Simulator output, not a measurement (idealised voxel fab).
process module | voxel tone inversion
cross-section cut | 300 nm wide | cells 5 nm
A cross-section is a grid of square cells, given in bands from the top down. A band is one or more rows of cells.
Each band's line starts with the height of the band's top and of its bottom, in nm. Then come its materials from left to right, each with its width in nm. One material with "throughout" fills the band from edge to edge. "air" is empty space.
Height 0 is the level under which the wafer as received is all one material. The lowest band goes on downwards, as in "0 down".
A width such as "30 to 40" changes by the same amount from each row of cells to the next, from the band's top row to its bottom row.
"no change" after a step means that no cell of the cross-section changed.
closed voids: empty space of 8 cells or more with no open way to the top, each as width x height at its distance from the left edge, in nm
after a step's settings: what the simulator itself notes on the step
overlay nm, on a step with a mask: how far to the right of its planned place the mask lay; to the left if negative
plan
1 op RECEIVE | material Si
2 op CONFORMAL_DEP | material SiN | thk nm 5
3 op DIRECTIONAL_DEP | material polySi | thk nm 15
4 op PATTERN | tone cover | mask id POSTS | material resist | width nm 15 | pitch nm 40 | thk nm 20 | overlay nm 0
5 op DIRECTIONAL_ETCH | etch materials polySi | depth nm 15
6 op STRIP | etch materials resist
7 op FILL_DEP | material SiO2 | thk nm 10
8 op CMP | height nm 20
9 op STRIP | etch materials polySi
10 op CONFORMAL_DEP | material TiN | thk nm 5
11 op FILL_DEP | material Ru | thk nm 10
12 op CMP | height nm 20
13 op CONFORMAL_DEP | material SiN | thk nm 5
as received, after step 1
  0 down: Si throughout
  closed voids: none
first wafer at the end, as planned
  25 to 20: SiN throughout
  20 to 10: SiO2 100 | TiN 5 | Ru 5 | TiN 5 | SiO2 25 | TiN 5 | Ru 5 | TiN 5 | SiO2 25 | TiN 5 | Ru 5 | TiN 5 | SiO2 105
  10 to 5: SiO2 100 | TiN 15 | SiO2 25 | TiN 15 | SiO2 25 | TiN 15 | SiO2 105
  5 to 0: SiN throughout
  0 down: Si throughout
  closed voids: none
second wafer at the end: like start, like plan, one mistake
  25 to 15: SiN throughout
  15 to 0: polySi throughout
  0 down: Si throughout
  closed voids: none
what went wrong: steps 2 and 3 were swapped
at the end the second wafer has, in cells: 6 fewer of Ru | 153 fewer of SiO2 | 21 fewer of TiN | 180 more of polySi
